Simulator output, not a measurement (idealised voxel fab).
process module | voxel released beams
cross-section cut | 285 nm wide | cells 5 nm
A cross-section is a grid of square cells, given in bands from the top down. A band is one or more rows of cells.
Each band's line starts with the height of the band's top and of its bottom, in nm. Then come its materials from left to right, each with its width in nm. One material with "throughout" fills the band from edge to edge. "air" is empty space.
Height 0 is the level under which the wafer as received is all one material. The lowest band goes on downwards, as in "0 down".
A width such as "30 to 40" changes by the same amount from each row of cells to the next, from the band's top row to its bottom row.
"no change" after a step means that no cell of the cross-section changed.
closed voids: empty space of 8 cells or more with no open way to the top, each as width x height at its distance from the left edge, in nm
after a step's settings: what the simulator itself notes on the step
overlay nm, on a step with a mask: how far to the right of its planned place the mask lay; to the left if negative
plan
1 op RECEIVE | material Si
2 op CONFORMAL_DEP | material SiN | thk nm 10
3 op DIRECTIONAL_DEP | material SiO2 | thk nm 10
4 op MASKED_ETCH | tone open | mask id ANCHOR | width nm 30 | etch materials SiO2 | depth nm 10 | overlay nm 0
5 op CONFORMAL_DEP | material polySi | thk nm 10
6 op DIRECTIONAL_DEP | material aC | thk nm 15
7 op PATTERN | tone cover | mask id BEAM | material resist | width nm 110 | thk nm 30 | overlay nm 0
8 op DIRECTIONAL_ETCH | etch materials aC | depth nm 15
9 op STRIP | etch materials resist
10 op DIRECTIONAL_ETCH | etch materials polySi | depth nm 10
11 op STRIP | etch materials aC
12 op STRIP | etch materials SiO2
as received, after step 1
  0 down: Si throughout
  closed voids: none
first wafer at the end, as planned
  30 to 20: air 85 | polySi 15 | air 10 | polySi 85 | air 90
  20 to 10: air 90 | polySi 30 | air 165
  10 to 0: SiN throughout
  0 down: Si throughout
  closed voids: none
second wafer at the end: like start, like plan, one mistake
  30 to 20: air 85 | polySi 45 | air 155
  20 to 10: air 80 | polySi 10 | SiO2 30 | polySi 75 | air 90
  10 to 0: SiN throughout
  0 down: Si throughout
  closed voids: none
what went wrong: step 4 ran as: op MASKED_ETCH | tone cover | mask id ANCHOR | width nm 30 | etch materials SiO2 | depth nm 10 | overlay nm 0
at the end the second wafer has, in cells: 12 more of SiO2
